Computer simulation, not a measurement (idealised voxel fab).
Presented below is a process module, voxel gate over fins.
Square cell edge 5 nm, section width 215 nm, ID cut.
Notation: cross-section as square-cell grid; stated in bands, top first, going down; one or more cell rows per band.
A band entry consists of two parts. The first gives the height of the band's top and the height of its bottom, in nm. The rest lists the band's materials from left to right, each with its width in nm. A single material labelled with the word "all across" fills the band from edge to edge, and the word "air" marks empty space.
Note: height 0 marks the level under which the wafer is uniformly one material as received. Lowest band unbounded below, written "0..down".
The notation "30 to 40" denotes a width that varies across the rows of cells in the band, beginning at the first number in the top row, finishing at the second number in the bottom row, and changing by an identical amount from each row to the next.
"remained unchanged" after a step means that no cell of the cross-section changed.
The list in "Enclosed void list" covers empty spaces of 8 cells or more that cannot reach the top through any open way, and it gives each as width x height at distance; the distance is from the left edge, and width, height and distance are in nm.
The remark found on a step's line after its settings is issued by the simulator itself and pertains to that step.
For masked steps, "overlay nm" on the step line gives how far right of plan the mask actually lay; a minus sign means it lay to the left.
The steps planned for the process are as follows:
1 op RECEIVE | material Si
2 op CONFORMAL_DEP | material SiN | thk nm 10
3 op MASKED_ETCH | tone cover | mask id FINS | width nm 15 | pitch nm 40 | etch materials SiN | depth nm 10 | overlay nm 0
4 op MASKED_ETCH | tone cover | mask id FINS | width nm 15 | pitch nm 40 | etch materials Si | depth nm 35 | overlay nm 0
5 op OXIDIZE | depth nm 5
6 op FILL_DEP | material SiO2 | thk nm 5
7 op CMP | height nm 10
8 op SELECTIVE_ETCH | etch materials SiO2 | depth nm 20
9 op STRIP | etch materials SiN
10 op CONFORMAL_DEP | material HfO2 | thk nm 5
11 op CONFORMAL_DEP | material TiN | thk nm 5
12 op CONFORMAL_DEP | material TiAl | thk nm 5
13 op CONFORMAL_DEP | material TiN | thk nm 5
14 op FILL_DEP | material W | thk nm 10
15 op CMP | height nm 25
16 op CONFORMAL_DEP | material SiCN | thk nm 10
First of two wafers - as planned:
Incoming wafer, cross-sectional view, post step 1:
	0..down | Si all across
	Enclosed void list: none
Cross-section: wafer state after step 2:
	10..0 | SiN all across
	Rest of section, below 0: as before.
Cross-section: wafer state after step 3:
	10..0 | air=80 | SiN=15 | air=25 | SiN=15 | air=80
	Rest of section, below 0: as before.
Cross-section: wafer state after step 4:
	10..0 | air=80 | SiN=15 | air=25 | SiN=15 | air=80
	0..-35 | air=80 | Si=15 | air=25 | Si=15 | air=80
	Rest of section, below -35: as before.
Cross-section: wafer state after step 5:
	10..0 | air=80 | SiN=15 | air=25 | SiN=15 | air=80
	0..-35 | air=80 | SiO2=5 | Si=5 | SiO2=5 | air=25 | SiO2=5 | Si=5 | SiO2=5 | air=80
	-35..-40 | SiO2=85 | Si=5 | SiO2=35 | Si=5 | SiO2=85
	Rest of section, below -40: as before.
Cross-section: wafer state after step 6:
	15..10 | SiO2 all across
	10..0 | SiO2=80 | SiN=15 | SiO2=25 | SiN=15 | SiO2=80
	0..-40 | SiO2=85 | Si=5 | SiO2=35 | Si=5 | SiO2=85
	Rest of section, below -40: as before.
Cross-section: wafer state after step 7:
	10..0 | SiO2=80 | SiN=15 | SiO2=25 | SiN=15 | SiO2=80
	Rest of section, below 0: as before.
Cross-section: wafer state after step 8:
	10..0 | air=80 | SiN=15 | air=25 | SiN=15 | air=80
	0..-10 | air=85 | Si=5 | air=35 | Si=5 | air=85
	Rest of section, below -10: as before.
Cross-section: wafer state after step 9:
	0..-10 | air=85 | Si=5 | air=35 | Si=5 | air=85
	Rest of section, below -10: as before.
Cross-section: wafer state after step 10:
	5..0 | air=80 | HfO2=15 | air=25 | HfO2=15 | air=80
	0..-5 | air=80 | HfO2=5 | Si=5 | HfO2=5 | air=25 | HfO2=5 | Si=5 | HfO2=5 | air=80
	-5..-10 | HfO2=85 | Si=5 | HfO2=35 | Si=5 | HfO2=85
	Rest of section, below -10: as before.
Cross-section: wafer state after step 11:
	10..5 | air=75 | TiN=25 | air=15 | TiN=25 | air=75
	5..0 | air=75 | TiN=5 | HfO2=15 | TiN=5 | air=15 | TiN=5 | HfO2=15 | TiN=5 | air=75
	0..-5 | TiN=80 | HfO2=5 | Si=5 | HfO2=5 | TiN=25 | HfO2=5 | Si=5 | HfO2=5 | TiN=80
	Rest of section, below -5: as before.
Cross-section: wafer state after step 12:
	15..10 | air=70 | TiAl=35 | air=5 | TiAl=35 | air=70
	10..5 | air=70 | TiAl=5 | TiN=25 | TiAl=5 | air=5 | TiAl=5 | TiN=25 | TiAl=5 | air=70
	5..0 | TiAl=75 | TiN=5 | HfO2=15 | TiN=5 | TiAl=15 | TiN=5 | HfO2=15 | TiN=5 | TiAl=75
	Rest of section, below 0: as before.
Cross-section: wafer state after step 13:
	20..15 | air=65 | TiN=85 | air=65
	15..10 | air=65 | TiN=5 | TiAl=35 | TiN=5 | TiAl=35 | TiN=5 | air=65
	10..5 | TiN=70 | TiAl=5 | TiN=25 | TiAl=5 | TiN=5 | TiAl=5 | TiN=25 | TiAl=5 | TiN=70
	Rest of section, below 5: as before.
Cross-section: wafer state after step 14:
	30..20 | W all across
	20..15 | W=65 | TiN=85 | W=65
	15..10 | W=65 | TiN=5 | TiAl=35 | TiN=5 | TiAl=35 | TiN=5 | W=65
	Rest of section, below 10: as before.
Cross-section: wafer state after step 15:
	25..20 | W all across
	Rest of section, below 20: as before.
Cross-section: wafer state after step 16:
	35..25 | SiCN all across
	Rest of section, below 25: as before.
Second Wafer (Identical Start and Plan, One Processing Error; Matches First Wafer Through Step 10):
The second wafer cut through, at the time step 11 was supposed to be finished:
	10..0 | air=75 | HfO2=25 | air=15 | HfO2=25 | air=75
	0..-10 | HfO2=85 | Si=5 | HfO2=35 | Si=5 | HfO2=85
	Rest of section, below -10: as before.
The second wafer cut through, at the time step 12 was supposed to be finished:
	15..10 | air=70 | TiAl=35 | air=5 | TiAl=35 | air=70
	10..5 | air=70 | TiAl=5 | HfO2=25 | TiAl=5 | air=5 | TiAl=5 | HfO2=25 | TiAl=5 | air=70
	5..0 | TiAl=75 | HfO2=25 | TiAl=15 | HfO2=25 | TiAl=75
	Rest of section, below 0: as before.
The second wafer cut through, at the time step 13 was supposed to be finished:
	20..15 | air=65 | TiN=85 | air=65
	15..10 | air=65 | TiN=5 | TiAl=35 | TiN=5 | TiAl=35 | TiN=5 | air=65
	10..5 | TiN=70 | TiAl=5 | HfO2=25 | TiAl=5 | TiN=5 | TiAl=5 | HfO2=25 | TiAl=5 | TiN=70
	Rest of section, below 5: as before.
The second wafer cut through, at the time step 14 was supposed to be finished:
	30..20 | W all across
	20..15 | W=65 | TiN=85 | W=65
	15..10 | W=65 | TiN=5 | TiAl=35 | TiN=5 | TiAl=35 | TiN=5 | W=65
	Rest of section, below 10: as before.
The second wafer cut through, at the time step 15 was supposed to be finished:
	25..20 | W all across
	Rest of section, below 20: as before.
The second wafer cut through, at the time step 16 was supposed to be finished:
	35..25 | SiCN all across
	Rest of section, below 25: as before.
It is concluded that the wafer was processed incorrectly with respect to the plan, in that step 11 ran differently from the plan; actual operation with settings: op CONFORMAL_DEP | material HfO2 | thk nm 5
Final cells, second wafer relative to first, materials higher or lower: HfO2: 51 more; TiN: 51 fewer
